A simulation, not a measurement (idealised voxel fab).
process module | voxel self aligned contacts
cross-section cut | 175 nm wide | cells 5 nm
A cross-section is a grid of square cells, given in bands from the top down. A band is one or more rows of cells.
Each band's line starts with the height of the band's top and of its bottom, in nm. Then come its materials from left to right, each with its width in nm. One material with "throughout" fills the band from edge to edge. "air" is empty space.
Height 0 is the level under which the wafer as received is all one material. The lowest band goes on downwards, as in "0 down".
A width such as "30 to 40" changes by the same amount from each row of cells to the next, from the band's top row to its bottom row.
"no change" after a step means that no cell of the cross-section changed.
closed voids: empty space of 8 cells or more with no open way to the top, each as width x height at its distance from the left edge, in nm
after a step's settings: what the simulator itself notes on the step
overlay nm, on a step with a mask: how far to the right of its planned place the mask lay; to the left if negative
plan
1 op RECEIVE | material Si
2 op OXIDIZE | depth nm 5
3 op DIRECTIONAL_DEP | material polySi | thk nm 25
4 op DIRECTIONAL_DEP | material SiN | thk nm 15
5 op MASKED_ETCH | tone cover | mask id GATE | width nm 25 | pitch nm 65 | etch materials SiN | depth nm 20 | overlay nm 0
6 op MASKED_ETCH | tone cover | mask id GATE | width nm 25 | pitch nm 65 | etch materials polySi | depth nm 25 | overlay nm 0
7 op CONFORMAL_DEP | material SiN | thk nm 10
8 op DIRECTIONAL_ETCH | etch materials SiN | depth nm 10
9 op FILL_DEP | material SiO2 | thk nm 10
10 op CMP | height nm 50
11 op PATTERN | tone open | mask id CONTACT | material resist | width nm 50 | thk nm 15 | overlay nm 0
12 op DIRECTIONAL_ETCH | etch materials SiO2 | depth nm 55
13 op STRIP | etch materials resist
14 op CONFORMAL_DEP | material TiN | thk nm 5
15 op FILL_DEP | material W | thk nm 10
16 op CMP | height nm 50
17 op CONFORMAL_DEP | material SiCN | thk nm 5
varied across the wafers: thk nm of step 4. The plan shows the first wafer's value. All wafers start alike
first wafer as received, after step 1
  0 down: Si throughout
  closed voids: none
first wafer at the end, after step 17
  55 to 50: SiCN throughout
  50 to 40: SiO2 60 | TiN 5 to 20 | W 40 to 10 | TiN 5 to 20 | SiO2 65
  40 to 25: SiO2 30 | SiN 45 | TiN 5 | W 10 | TiN 5 | SiN 45 | SiO2 35
  25 to 0: SiO2 30 | SiN 10 | polySi 25 | SiN 10 | TiN 5 | W 10 | TiN 5 | SiN 10 | polySi 25 | SiN 10 | SiO2 35
  0 to -5: SiO2 75 | TiN 20 | SiO2 80
  -5 down: Si throughout
  closed voids: none
last wafer at the end
  55 to 50: SiCN throughout
  50 to 45: SiO2 30 | SiN 45 | TiN 5 | W 10 | TiN 5 | SiN 45 | SiO2 35
  45 to 40: SiO2 30 | SiN 45 | TiN 20 | SiN 45 | SiO2 35
  40 to 25: SiN throughout
  25 to 0: polySi throughout
  0 to -5: SiO2 throughout
  -5 down: Si throughout
  closed voids: none
each wafer at the end: cells of each material gained (+) or lost (-) since it was received, then its closed voids
thk nm 15 | -35 Si | +35 SiCN | +94 SiN | +185 SiO2 | +30 TiN | +26 W | +50 polySi | closed voids: none
thk nm 20 | -35 Si | +35 SiCN | +112 SiN | +173 SiO2 | +30 TiN | +20 W | +50 polySi | closed voids: none
thk nm 25 | -35 Si | +35 SiCN | +107 SiN | +87 SiO2 | +10 TiN | +6 W | +175 polySi | closed voids: none
thk nm 30 | -35 Si | +35 SiCN | +124 SiN | +74 SiO2 | +8 TiN | +4 W | +175 polySi | closed voids: none
thk nm 35 | -35 Si | +35 SiCN | +141 SiN | +61 SiO2 | +6 TiN | +2 W | +175 polySi | closed voids: none
